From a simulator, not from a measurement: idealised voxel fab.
Name of the process module below: voxel transistor to metal
We display cut, a cross-section 190 nm in width whose square cells are each 5 nm.
A cross-section is a grid of square cells, given in bands from the top down. A band is one or more rows of cells.
Band: top and bottom heights (nm) first, top before bottom; then materials from left to right, widths in nm. "throughout" marks a sole material filling the band edge to edge. "blank" denotes empty space.
Note: height 0 marks the level under which the wafer is uniformly one material as received. Lowest band unbounded below, written "from 0 down".
A width such as "30..40" changes by the same amount from each row of cells to the next, from the band's top row to its bottom row.
For the purposes of this document, the phrase "changes: none" attached to a step denotes that no cell within the cross-section was modified by that step.
So "Trapped void list" is basically the list of trapped voids: any empty space of 8 cells or more that can't reach the top through an opening. They're written width x height at distance, the distance being from the left edge, and it's all nm.
Heads up: the bit after the settings on a step's line is the simulator's remark on that step.
Regarding "overlay nm": on a step with a mask, it is the distance the mask lay to the right of its planned place; a negative value places it to the left.

-- Below is the list of planned process steps
step 1: RECEIVE,material Si
step 2: CONFORMAL_DEP,material SiO2,thk nm 5
step 3: CONFORMAL_DEP,material SiN,thk nm 10
step 4: DIRECTIONAL_DEP,material aC,thk nm 10
step 5: PATTERN,tone cover,mask id ACTIVE,material resist,width nm 115,thk nm 25,overlay nm 0
step 6: DIRECTIONAL_ETCH,etch materials aC,depth nm 10
step 7: STRIP,etch materials resist
step 8: DIRECTIONAL_ETCH,etch materials SiN,depth nm 10
step 9: DIRECTIONAL_ETCH,etch materials SiO2,depth nm 5
step 10: DIRECTIONAL_ETCH,etch materials Si,depth nm 35
step 11: STRIP,etch materials aC
step 12: FILL_DEP,material SiO2,thk nm 5
step 13: CMP,height nm 15
step 14: SELECTIVE_ETCH,etch materials SiO2,depth nm 10
step 15: STRIP,etch materials SiN
step 16: SELECTIVE_ETCH,etch materials SiO2,depth nm 5
step 17: OXIDIZE,depth nm 5
step 18: DIRECTIONAL_DEP,material polySi,thk nm 25
step 19: DIRECTIONAL_DEP,material SiCN,thk nm 10
step 20: MASKED_ETCH,tone cover,mask id GATE,width nm 25,etch materials SiCN,depth nm 20,overlay nm 0
step 21: MASKED_ETCH,tone cover,mask id GATE,width nm 15,etch materials polySi,depth nm 35,overlay nm 0
step 22: CONFORMAL_DEP,material SiN,thk nm 10
step 23: DIRECTIONAL_ETCH,etch materials SiN,depth nm 10
step 24: DIRECTIONAL_ETCH,etch materials SiO2,depth nm 5
step 25: EPI,material nSi,thk nm 5
step 26: FILL_DEP,material SiO2,thk nm 10
step 27: CMP,height nm 25
step 28: STRIP,etch materials polySi
step 29: SELECTIVE_ETCH,etch materials SiO2,depth nm 5
step 30: CONFORMAL_DEP,material HfO2,thk nm 5
step 31: CONFORMAL_DEP,material TiN,thk nm 5
step 32: FILL_DEP,material W,thk nm 5
step 33: CMP,height nm 20
step 34: DIRECTIONAL_DEP,material SiO2,thk nm 10
step 35: PATTERN,tone open,mask id CONTACT,material resist,width nm 20,pitch nm 75,thk nm 20,overlay nm 0
step 36: DIRECTIONAL_ETCH,etch materials SiO2,depth nm 30
step 37: STRIP,etch materials resist
step 38: CONFORMAL_DEP,material TiN,thk nm 5
step 39: FILL_DEP,material W,thk nm 10
step 40: CMP,height nm 30
step 41: DIRECTIONAL_DEP,material TiN,thk nm 5
step 42: DIRECTIONAL_DEP,material Ru,thk nm 15
step 43: PATTERN,tone cover,mask id METAL_1,material resist,width nm 20,pitch nm 75,thk nm 15,overlay nm 0
step 44: DIRECTIONAL_ETCH,etch materials Ru,depth nm 15
step 45: DIRECTIONAL_ETCH,etch materials TiN,depth nm 5
step 46: STRIP,etch materials resist
step 47: CONFORMAL_DEP,material SiN,thk nm 5
step 48: FILL_DEP,material lowk,thk nm 5
step 49: CMP,height nm 50
step 50: CONFORMAL_DEP,material SiN,thk nm 5
Split variable: width nm, step 21. Plan value = first wafer. Wafers start alike.

-- Cross-section, first of several wafers, as delivered after step 1
> from 0 down  Si throughout
> Trapped void list: none

-- Below, a row for every wafer. Read it as the end-of-module picture: for each material the wafer shows its cells gained (+) or lost (-) since it was received, and then its closed voids
width nm 15; +15 HfO2; +24 Ru; -128 Si; +96 SiN; +249 SiO2; +45 TiN; +23 W; +78 lowk; +16 nSi; Trapped void list: none
width nm 20; +15 HfO2; +24 Ru; -128 Si; +96 SiN; +249 SiO2; +45 TiN; +23 W; +78 lowk; +16 nSi; Trapped void list: none
width nm 25; +15 HfO2; +24 Ru; -128 Si; +96 SiN; +249 SiO2; +45 TiN; +23 W; +78 lowk; +16 nSi; Trapped void list: none
width nm 30; +16 HfO2; +24 Ru; -128 Si; +96 SiN; +245 SiO2; +46 TiN; +26 W; +78 lowk; +15 nSi; Trapped void list: none
width nm 35; +17 HfO2; +24 Ru; -128 Si; +96 SiN; +241 SiO2; +47 TiN; +29 W; +78 lowk; +14 nSi; Trapped void list: none
width nm 40; +18 HfO2; +24 Ru; -128 Si; +96 SiN; +241 SiO2; +48 TiN; +28 W; +78 lowk; +13 nSi; Trapped void list: none
